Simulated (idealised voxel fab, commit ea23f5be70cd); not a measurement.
The following is a process module called voxel capacitor over wiring.
Section shown: cut. Width: 255 nm. Cell size: 5 nm, square.
A cross-section in this document is a grid of square cells, and it is written down as bands, the top band listed before the ones below it; a band is made up of one or more rows of cells.
Top, bottom (nm), then materials left to right with widths (nm); lone material tagged "throughout" fills the whole band edge to edge; "blank" = empty space.
Beneath 0, the wafer as received is one material, and that level is where height counting begins. The lowest band goes on downward without a bottom; it is written like "0..down".
It should be noted that a width expressed as "30..40" varies in equal increments from row to row of cells within the band, taking the value of the first number at the top row and that of the second number at the bottom row.
"same as before" after a step means that no cell of the cross-section changed.
You'll see "Closed void roster" listing empty spaces that have no way open to the top, as long as they're 8 cells or more; the notation is width x height at distance, where the distance is from the left edge, and all of it is in nm.
On each step's line, the part that comes after the settings is the simulator's own comment on the step.
A step line may carry the setting "overlay nm", which, for steps involving a mask, states the distance by which the mask lay to the right of its intended position; negative values denote displacement to the left.

Steps planned for the process:
step 1: RECEIVE [material Si]
step 2: CONFORMAL_DEP [material SiO2] [thk nm 15]
step 3: CONFORMAL_DEP [material SiN] [thk nm 5]
step 4: DIRECTIONAL_DEP [material lowk] [thk nm 25]
step 5: DIRECTIONAL_DEP [material aC] [thk nm 10]
step 6: PATTERN [tone open] [mask id METAL_1] [material resist] [width nm 25] [pitch nm 95] [thk nm 25] [overlay nm 0]
step 7: DIRECTIONAL_ETCH [etch materials aC] [depth nm 10]
step 8: STRIP [etch materials resist]
step 9: DIRECTIONAL_ETCH [etch materials lowk] [depth nm 25]
step 10: DIRECTIONAL_ETCH [etch materials SiN] [depth nm 5]
step 11: STRIP [etch materials aC]
step 12: CONFORMAL_DEP [material TiN] [thk nm 5]
step 13: FILL_DEP [material Cu] [thk nm 10]
step 14: CMP [height nm 45]
step 15: CONFORMAL_DEP [material SiCN] [thk nm 5]
step 16: DIRECTIONAL_DEP [material SiO2] [thk nm 10]
step 17: PATTERN [tone open] [mask id PLUG_1] [material resist] [width nm 15] [thk nm 15] [overlay nm 0]
step 18: DIRECTIONAL_ETCH [etch materials SiO2] [depth nm 10]
step 19: DIRECTIONAL_ETCH [etch materials SiCN] [depth nm 5]
step 20: STRIP [etch materials resist]
step 21: CONFORMAL_DEP [material TiN] [thk nm 5]
step 22: FILL_DEP [material W] [thk nm 10]
step 23: CMP [height nm 60]
step 24: DIRECTIONAL_DEP [material TiN] [thk nm 10]
step 25: DIRECTIONAL_DEP [material SiN] [thk nm 5]
step 26: DIRECTIONAL_DEP [material TiN] [thk nm 10]
step 27: DIRECTIONAL_DEP [material aC] [thk nm 10]
step 28: PATTERN [tone cover] [mask id UPPER_PLATE] [material resist] [width nm 75] [thk nm 25] [overlay nm 0]
step 29: DIRECTIONAL_ETCH [etch materials aC] [depth nm 10]
step 30: STRIP [etch materials resist]
step 31: DIRECTIONAL_ETCH [etch materials TiN] [depth nm 10]
step 32: DIRECTIONAL_ETCH [etch materials SiN] [depth nm 5]
step 33: STRIP [etch materials aC]
step 34: DIRECTIONAL_DEP [material aC] [thk nm 15]
step 35: PATTERN [tone cover] [mask id LOWER_PLATE] [material resist] [width nm 85] [thk nm 30] [overlay nm 0]
step 36: DIRECTIONAL_ETCH [etch materials aC] [depth nm 15]
step 37: STRIP [etch materials resist]
step 38: DIRECTIONAL_ETCH [etch materials TiN] [depth nm 10]
step 39: STRIP [etch materials aC]
step 40: FILL_DEP [material SiO2] [thk nm 15]
step 41: CMP [height nm 95]
step 42: DIRECTIONAL_DEP [material aC] [thk nm 10]
step 43: PATTERN [tone open] [mask id PLUG_2] [material resist] [width nm 15] [thk nm 25] [overlay nm 0]
step 44: DIRECTIONAL_ETCH [etch materials aC] [depth nm 10]
step 45: STRIP [etch materials resist]
step 46: DIRECTIONAL_ETCH [etch materials SiO2] [depth nm 10]
step 47: STRIP [etch materials aC]
step 48: CONFORMAL_DEP [material TiN] [thk nm 5]
step 49: FILL_DEP [material Cu] [thk nm 5]
step 50: CMP [height nm 95]
step 51: CONFORMAL_DEP [material SiN] [thk nm 5]

What follows covers the first of two wafers; it ran as planned:

Wafer as received: cross-section following step 1:
0..down: Si throughout
Closed void roster: none

You're looking at a cross-section of the wafer after step 2:
15..0: SiO2 throughout
Unchanged below 0.

You're looking at a cross-section of the wafer after step 3:
20..15: SiN throughout
Unchanged below 15.

You're looking at a cross-section of the wafer after step 4:
45..20: lowk throughout
Unchanged below 20.

You're looking at a cross-section of the wafer after step 5:
55..45: aC throughout
Unchanged below 45.

You're looking at a cross-section of the wafer after step 6:
80..55: resist: 65 | blank: 25 | resist: 70 | blank: 25 | resist: 70
Unchanged below 55.

You're looking at a cross-section of the wafer after step 7:
70..55: resist: 65 | blank: 25 | resist: 70 | blank: 25 | resist: 70
55..45: aC: 65 | blank: 25 | aC: 70 | blank: 25 | aC: 70
Unchanged below 45.

You're looking at a cross-section of the wafer after step 8:
55..45: aC: 65 | blank: 25 | aC: 70 | blank: 25 | aC: 70
Unchanged below 45.

You're looking at a cross-section of the wafer after step 9:
55..45: aC: 65 | blank: 25 | aC: 70 | blank: 25 | aC: 70
45..20: lowk: 65 | blank: 25 | lowk: 70 | blank: 25 | lowk: 70
Unchanged below 20.

You're looking at a cross-section of the wafer after step 10:
55..45: aC: 65 | blank: 25 | aC: 70 | blank: 25 | aC: 70
45..20: lowk: 65 | blank: 25 | lowk: 70 | blank: 25 | lowk: 70
20..15: SiN: 65 | blank: 25 | SiN: 70 | blank: 25 | SiN: 70
Unchanged below 15.

You're looking at a cross-section of the wafer after step 11:
45..20: lowk: 65 | blank: 25 | lowk: 70 | blank: 25 | lowk: 70
Unchanged below 20.

You're looking at a cross-section of the wafer after step 12:
50..45: TiN: 70 | blank: 15 | TiN: 80 | blank: 15 | TiN: 75
45..20: lowk: 65 | TiN: 5 | blank: 15 | TiN: 5 | lowk: 70 | TiN: 5 | blank: 15 | TiN: 5 | lowk: 70
20..15: SiN: 65 | TiN: 25 | SiN: 70 | TiN: 25 | SiN: 70
Unchanged below 15.

You're looking at a cross-section of the wafer after step 13:
60..50: Cu throughout
50..45: TiN: 70 | Cu: 15 | TiN: 80 | Cu: 15 | TiN: 75
45..20: lowk: 65 | TiN: 5 | Cu: 15 | TiN: 5 | lowk: 70 | TiN: 5 | Cu: 15 | TiN: 5 | lowk: 70
Unchanged below 20.

You're looking at a cross-section of the wafer after step 14:
45..20: lowk: 65 | TiN: 5 | Cu: 15 | TiN: 5 | lowk: 70 | TiN: 5 | Cu: 15 | TiN: 5 | lowk: 70
Unchanged below 20.

You're looking at a cross-section of the wafer after step 15:
50..45: SiCN throughout
Unchanged below 45.

You're looking at a cross-section of the wafer after step 16:
60..50: SiO2 throughout
Unchanged below 50.

You're looking at a cross-section of the wafer after step 17:
75..60: resist: 75 | blank: 15 | resist: 165
Unchanged below 60.

You're looking at a cross-section of the wafer after step 18:
75..60: resist: 75 | blank: 15 | resist: 165
60..50: SiO2: 75 | blank: 15 | SiO2: 165
Unchanged below 50.

You're looking at a cross-section of the wafer after step 19:
75..60: resist: 75 | blank: 15 | resist: 165
60..50: SiO2: 75 | blank: 15 | SiO2: 165
50..45: SiCN: 75 | blank: 15 | SiCN: 165
Unchanged below 45.

You're looking at a cross-section of the wafer after step 20:
60..50: SiO2: 75 | blank: 15 | SiO2: 165
Unchanged below 50.

You're looking at a cross-section of the wafer after step 21:
65..60: TiN: 80 | blank: 5 | TiN: 170
60..50: SiO2: 75 | TiN: 5 | blank: 5 | TiN: 5 | SiO2: 165
50..45: SiCN: 75 | TiN: 15 | SiCN: 165
Unchanged below 45.

You're looking at a cross-section of the wafer after step 22:
75..65: W throughout
65..60: TiN: 80 | W: 5 | TiN: 170
60..50: SiO2: 75 | TiN: 5 | W: 5 | TiN: 5 | SiO2: 165
Unchanged below 50.

You're looking at a cross-section of the wafer after step 23:
60..50: SiO2: 75 | TiN: 5 | W: 5 | TiN: 5 | SiO2: 165
Unchanged below 50.

You're looking at a cross-section of the wafer after step 24:
70..60: TiN throughout
Unchanged below 60.

You're looking at a cross-section of the wafer after step 25:
75..70: SiN throughout
Unchanged below 70.

You're looking at a cross-section of the wafer after step 26:
85..75: TiN throughout
Unchanged below 75.

You're looking at a cross-section of the wafer after step 27:
95..85: aC throughout
Unchanged below 85.

You're looking at a cross-section of the wafer after step 28:
120..95: blank: 75 | resist: 75 | blank: 105
Unchanged below 95.

You're looking at a cross-section of the wafer after step 29:
110..95: blank: 75 | resist: 75 | blank: 105
95..85: blank: 75 | aC: 75 | blank: 105
Unchanged below 85.

You're looking at a cross-section of the wafer after step 30:
95..85: blank: 75 | aC: 75 | blank: 105
Unchanged below 85.

You're looking at a cross-section of the wafer after step 31:
95..85: blank: 75 | aC: 75 | blank: 105
85..75: blank: 75 | TiN: 75 | blank: 105
Unchanged below 75.

You're looking at a cross-section of the wafer after step 32:
95..85: blank: 75 | aC: 75 | blank: 105
85..75: blank: 75 | TiN: 75 | blank: 105
75..70: blank: 75 | SiN: 75 | blank: 105
Unchanged below 70.

You're looking at a cross-section of the wafer after step 33:
85..75: blank: 75 | TiN: 75 | blank: 105
Unchanged below 75.

You're looking at a cross-section of the wafer after step 34:
100..85: blank: 75 | aC: 75 | blank: 105
85..75: aC: 75 | TiN: 75 | aC: 105
75..70: aC: 75 | SiN: 75 | aC: 105
Unchanged below 70.

You're looking at a cross-section of the wafer after step 35:
130..100: blank: 70 | resist: 85 | blank: 100
100..85: blank: 70 | resist: 5 | aC: 75 | resist: 5 | blank: 100
Unchanged below 85.

You're looking at a cross-section of the wafer after step 36:
115..100: blank: 70 | resist: 85 | blank: 100
100..85: blank: 70 | resist: 5 | aC: 75 | resist: 5 | blank: 100
85..75: blank: 70 | aC: 5 | TiN: 75 | aC: 5 | blank: 100
75..70: blank: 70 | aC: 5 | SiN: 75 | aC: 5 | blank: 100
Unchanged below 70.

You're looking at a cross-section of the wafer after step 37:
100..85: blank: 75 | aC: 75 | blank: 105
Unchanged below 85.

You're looking at a cross-section of the wafer after step 38:
100..85: blank: 75 | aC: 75 | blank: 105
85..75: blank: 70 | aC: 5 | TiN: 75 | aC: 5 | blank: 100
75..70: blank: 70 | aC: 5 | SiN: 75 | aC: 5 | blank: 100
70..60: blank: 70 | TiN: 85 | blank: 100
Unchanged below 60.

You're looking at a cross-section of the wafer after step 39:
85..75: blank: 75 | TiN: 75 | blank: 105
75..70: blank: 75 | SiN: 75 | blank: 105
Unchanged below 70.

You're looking at a cross-section of the wafer after step 40:
100..85: SiO2 throughout
85..75: SiO2: 75 | TiN: 75 | SiO2: 105
75..70: SiO2: 75 | SiN: 75 | SiO2: 105
70..60: SiO2: 70 | TiN: 85 | SiO2: 100
Unchanged below 60.

You're looking at a cross-section of the wafer after step 41:
95..85: SiO2 throughout
Unchanged below 85.

You're looking at a cross-section of the wafer after step 42:
105..95: aC throughout
Unchanged below 95.

You're looking at a cross-section of the wafer after step 43:
130..105: resist: 85 | blank: 15 | resist: 155
Unchanged below 105.

You're looking at a cross-section of the wafer after step 44:
120..105: resist: 85 | blank: 15 | resist: 155
105..95: aC: 85 | blank: 15 | aC: 155
Unchanged below 95.

You're looking at a cross-section of the wafer after step 45:
105..95: aC: 85 | blank: 15 | aC: 155
Unchanged below 95.

You're looking at a cross-section of the wafer after step 46:
105..95: aC: 85 | blank: 15 | aC: 155
95..85: SiO2: 85 | blank: 15 | SiO2: 155
Unchanged below 85.

You're looking at a cross-section of the wafer after step 47:
95..85: SiO2: 85 | blank: 15 | SiO2: 155
Unchanged below 85.

You're looking at a cross-section of the wafer after step 48:
100..95: TiN: 90 | blank: 5 | TiN: 160
95..90: SiO2: 85 | TiN: 5 | blank: 5 | TiN: 5 | SiO2: 155
90..85: SiO2: 85 | TiN: 15 | SiO2: 155
Unchanged below 85.

You're looking at a cross-section of the wafer after step 49:
105..100: Cu throughout
100..95: TiN: 90 | Cu: 5 | TiN: 160
95..90: SiO2: 85 | TiN: 5 | Cu: 5 | TiN: 5 | SiO2: 155
Unchanged below 90.

You're looking at a cross-section of the wafer after step 50:
95..90: SiO2: 85 | TiN: 5 | Cu: 5 | TiN: 5 | SiO2: 155
Unchanged below 90.

You're looking at a cross-section of the wafer after step 51:
100..95: SiN throughout
Unchanged below 95.

Second wafer: same start and same plan as the first, one execution error; identical to the first through step 27:

Cross-section, second wafer, at the end time the plan gives for step 28:
120..95: resist: 75 | blank: 75 | resist: 105
Unchanged below 95.

Cross-section, second wafer, at the end time the plan gives for step 29:
110..95: resist: 75 | blank: 75 | resist: 105
95..85: aC: 75 | blank: 75 | aC: 105
Unchanged below 85.

Cross-section, second wafer, at the end time the plan gives for step 30:
95..85: aC: 75 | blank: 75 | aC: 105
Unchanged below 85.

Cross-section, second wafer, at the end time the plan gives for step 31:
95..85: aC: 75 | blank: 75 | aC: 105
85..75: TiN: 75 | blank: 75 | TiN: 105
Unchanged below 75.

Cross-section, second wafer, at the end time the plan gives for step 32:
95..85: aC: 75 | blank: 75 | aC: 105
85..75: TiN: 75 | blank: 75 | TiN: 105
75..70: SiN: 75 | blank: 75 | SiN: 105
Unchanged below 70.

Cross-section, second wafer, at the end time the plan gives for step 33:
85..75: TiN: 75 | blank: 75 | TiN: 105
Unchanged below 75.

Cross-section, second wafer, at the end time the plan gives for step 34:
100..85: aC: 75 | blank: 75 | aC: 105
85..75: TiN: 75 | aC: 75 | TiN: 105
75..70: SiN: 75 | aC: 75 | SiN: 105
Unchanged below 70.

Cross-section, second wafer, at the end time the plan gives for step 35:
130..100: blank: 70 | resist: 85 | blank: 100
100..85: aC: 75 | resist: 75 | aC: 105
Unchanged below 85.

Cross-section, second wafer, at the end time the plan gives for step 36:
115..100: blank: 70 | resist: 85 | blank: 100
100..85: blank: 70 | aC: 5 | resist: 75 | aC: 5 | blank: 100
Unchanged below 85.

Cross-section, second wafer, at the end time the plan gives for step 37:
100..85: blank: 70 | aC: 5 | blank: 75 | aC: 5 | blank: 100
Unchanged below 85.

Cross-section, second wafer, at the end time the plan gives for step 38:
100..85: blank: 70 | aC: 5 | blank: 75 | aC: 5 | blank: 100
85..75: blank: 70 | TiN: 5 | aC: 75 | TiN: 5 | blank: 100
Unchanged below 75.

Cross-section, second wafer, at the end time the plan gives for step 39:
85..75: blank: 70 | TiN: 5 | blank: 75 | TiN: 5 | blank: 100
75..70: SiN: 75 | blank: 75 | SiN: 105
Unchanged below 70.

Cross-section, second wafer, at the end time the plan gives for step 40:
100..85: SiO2 throughout
85..75: SiO2: 70 | TiN: 5 | SiO2: 75 | TiN: 5 | SiO2: 100
75..70: SiN: 75 | SiO2: 75 | SiN: 105
Unchanged below 70.

Cross-section, second wafer, at the end time the plan gives for step 41:
95..85: SiO2 throughout
Unchanged below 85.

Cross-section, second wafer, at the end time the plan gives for step 42:
105..95: aC throughout
Unchanged below 95.

Cross-section, second wafer, at the end time the plan gives for step 43:
130..105: resist: 85 | blank: 15 | resist: 155
Unchanged below 105.

Cross-section, second wafer, at the end time the plan gives for step 44:
120..105: resist: 85 | blank: 15 | resist: 155
105..95: aC: 85 | blank: 15 | aC: 155
Unchanged below 95.

Cross-section, second wafer, at the end time the plan gives for step 45:
105..95: aC: 85 | blank: 15 | aC: 155
Unchanged below 95.

Cross-section, second wafer, at the end time the plan gives for step 46:
105..95: aC: 85 | blank: 15 | aC: 155
95..85: SiO2: 85 | blank: 15 | SiO2: 155
Unchanged below 85.

Cross-section, second wafer, at the end time the plan gives for step 47:
95..85: SiO2: 85 | blank: 15 | SiO2: 155
Unchanged below 85.

Cross-section, second wafer, at the end time the plan gives for step 48:
100..95: TiN: 90 | blank: 5 | TiN: 160
95..90: SiO2: 85 | TiN: 5 | blank: 5 | TiN: 5 | SiO2: 155
90..85: SiO2: 85 | TiN: 15 | SiO2: 155
Unchanged below 85.

Cross-section, second wafer, at the end time the plan gives for step 49:
105..100: Cu throughout
100..95: TiN: 90 | Cu: 5 | TiN: 160
95..90: SiO2: 85 | TiN: 5 | Cu: 5 | TiN: 5 | SiO2: 155
Unchanged below 90.

Cross-section, second wafer, at the end time the plan gives for step 50:
95..90: SiO2: 85 | TiN: 5 | Cu: 5 | TiN: 5 | SiO2: 155
Unchanged below 90.

Cross-section, second wafer, at the end time the plan gives for step 51:
100..95: SiN throughout
Unchanged below 95.
What went wrong in running the wafer? in deviation from the planned setting, step 28 was conducted as PATTERN [tone open] [mask id UPPER_PLATE] [material resist] [width nm 75] [thk nm 25] [overlay nm 0]
Once processing is complete, comparing cell counts shows that the second wafer has more or fewer of certain materials than the first: SiN +21 | SiO2 -63 | TiN +42
